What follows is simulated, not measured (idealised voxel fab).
Presented below is a process module, voxel air gaps.
Each square cell in cross-section cut measures 5 nm, and the section as a whole is 220 nm wide.
Cross-section, as written here: a square-cell grid given band by band from the top down, where a band holds one or more rows of cells.
Look at the band entry: it leads with the top's height and the bottom's height in nm. Then it lists the materials left to right, with a width in nm for each. The word "edge to edge" on a single material says that material fills the band edge to edge. The word "empty" is empty space.
Counting heights begins at 0, where everything beneath is, in the wafer as received, one material. The lowest band has no bottom; it goes on downwards, as "0..down" shows.
Width: "30 to 40" (first number = top row, second number = bottom row, same change from row to row of cells).
"remains unaltered" (step): cross-section cells unchanged, all of them.
In the "Sealed void listing" entry, you get each enclosed empty space of 8 cells or more, one with no open way to the top, written width x height at distance, distance from the left edge, in nm.
after a step's settings: what the simulator itself notes on the step
overlay nm: right-of-plan distance of the mask on a masked step; negative values mean left-of-plan.

[So here's the lineup of process steps we planned]
step 1: RECEIVE | material Si
step 2: CONFORMAL_DEP | material SiO2 | thk nm 10
step 3: CONFORMAL_DEP | material SiN | thk nm 5
step 4: DIRECTIONAL_DEP | material SiO2 | thk nm 40
step 5: MASKED_ETCH | tone open | mask id LINES | width nm 15 | pitch nm 40 | etch materials SiO2 | depth nm 40 | overlay nm 0
step 6: CONFORMAL_DEP | material TiN | thk nm 5
step 7: FILL_DEP | material Ru | thk nm 5
step 8: CMP | height nm 55
step 9: EPI | material Ru | thk nm 10
step 10: SELECTIVE_ETCH | etch materials SiO2 | depth nm 50
step 11: CONFORMAL_DEP | material SiCN | thk nm 5

[Wafer as received: cross-section following step 1]
    0..down: Si edge to edge
    Sealed void listing: none

[Post-module cross-section of the first of two wafers (run per plan)]
    70..65: 45 of empty; 125 of SiCN; 50 of empty
    65..55: 45 of empty; 5 of SiCN; 35 of Ru; 5 of SiCN; 35 of Ru; 5 of SiCN; 35 of Ru; 5 of SiCN; 50 of empty
    55..50: 45 of empty; 15 of SiCN; 5 of TiN; 5 of Ru; 5 of TiN; 25 of SiCN; 5 of TiN; 5 of Ru; 5 of TiN; 25 of SiCN; 5 of TiN; 5 of Ru; 5 of TiN; 15 of SiCN; 50 of empty
    50..20: 55 of empty; 5 of SiCN; 5 of TiN; 5 of Ru; 5 of TiN; 5 of SiCN; 15 of empty; 5 of SiCN; 5 of TiN; 5 of Ru; 5 of TiN; 5 of SiCN; 15 of empty; 5 of SiCN; 5 of TiN; 5 of Ru; 5 of TiN; 5 of SiCN; 60 of empty
    20..15: 60 of SiCN; 15 of TiN; 25 of SiCN; 15 of TiN; 25 of SiCN; 15 of TiN; 65 of SiCN
    15..10: SiN edge to edge
    10..0: SiO2 edge to edge
    0..down: Si edge to edge
    Sealed void listing: 15 x 30 at 80; 15 x 30 at 120

[Module end: cross-section of wafer two of two. Same start and process plan as the first wafer. One mistake during execution]
    70..65: 45 of empty; 125 of SiCN; 50 of empty
    65..55: 45 of empty; 5 of SiCN; 35 of Ru; 5 of SiCN; 35 of Ru; 5 of SiCN; 35 of Ru; 5 of SiCN; 50 of empty
    55..20: 45 of empty; 5 of SiCN; 10 of Ru; 5 of TiN; 5 of Ru; 5 of TiN; 10 of Ru; 5 of SiCN; 10 of Ru; 5 of TiN; 5 of Ru; 5 of TiN; 10 of Ru; 5 of SiCN; 10 of Ru; 5 of TiN; 5 of Ru; 5 of TiN; 10 of Ru; 5 of SiCN; 50 of empty
    20..15: 50 of SiCN; 10 of Ru; 15 of TiN; 10 of Ru; 5 of SiCN; 10 of Ru; 15 of TiN; 10 of Ru; 5 of SiCN; 10 of Ru; 15 of TiN; 10 of Ru; 55 of SiCN
    15..10: SiN edge to edge
    10..0: SiO2 edge to edge
    0..down: Si edge to edge
    Sealed void listing: none
Where did the run depart from the plan? steps 9 and 10 were swapped
Count the cells at the end and the second wafer has more or fewer of some materials than the first: +96 Ru | -36 SiCN
Closed void count at end of process - first wafer: 2; second wafer: 0.
